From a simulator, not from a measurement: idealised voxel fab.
The process module that follows is named voxel trench capacitor.
Section shown: cut. Width: 205 nm. Cell size: 5 nm, square.
When this document writes out a cross-section, it uses a grid of square cells and lists it as bands, beginning at the top and moving down, with a band standing for one or more rows of cells. Each band's line starts with the height of the band's top and of its bottom, in nm. Then come its materials from left to right, each with its width in nm. One material with "all across" fills the band from edge to edge. "blank" is empty space. Where do heights start? At 0: under that level the wafer as delivered is made of one material only. And the lowest band has no floor; it just carries on downward, as in "0 nm and below". A two-number width, for instance "30->40", indicates that the width is equal to the first number in the top row of the band and to the second number in the bottom row, and that it changes by a constant amount per row of cells. "remained unchanged" -> step changed no cross-section cell. "Enclosed cavities": empty spaces of 8 cells or more with no open way to the top, each given as width x height at distance, distance from the left edge, all in nm. Note: text after step settings on the step line = simulator remark on that step. overlay nm, on a step with a mask: how far to the right of its planned place the mask lay; to the left if negative.
The steps planned for the process are as follows
1,RECEIVE with material Si
2,CONFORMAL_DEP with material SiN, thk nm 10
3,DIRECTIONAL_DEP with material aC, thk nm 15
4,PATTERN with tone open, mask id TRENCH, material resist, width nm 15, pitch nm 45, thk nm 35, overlay nm 0
5,DIRECTIONAL_ETCH with etch materials aC, depth nm 15
6,STRIP with etch materials resist
7,DIRECTIONAL_ETCH with etch materials SiN, depth nm 10
8,DIRECTIONAL_ETCH with etch materials Si, depth nm 40
9,STRIP with etch materials aC
10,CONFORMAL_DEP with material HfO2, thk nm 5
11,CONFORMAL_DEP with material TiN, thk nm 5
12,FILL_DEP with material W, thk nm 5
13,CMP with height nm 10
All wafers enter the flow in the same state. The width nm at step 4 differs from wafer to wafer, and the plan gives the value for the first wafer.
Cross-section of the first incoming wafer of several, state after step 1
    0 nm and below = Si all across
    Enclosed cavities: none
Below: a row per wafer. Contents at end of module: for every material, cells gained since receipt (+) or lost since receipt (-); then closed voids
width nm 15, +42 HfO2, -48 Si, +70 SiN, +18 TiN, Enclosed cavities: none
width nm 20, +44 HfO2, -64 Si, +66 SiN, +36 TiN, Enclosed cavities: none
width nm 25, +46 HfO2, -80 Si, +62 SiN, +38 TiN, +16 W, Enclosed cavities: none
width nm 30, +48 HfO2, -96 Si, +58 SiN, +40 TiN, +32 W, Enclosed cavities: none
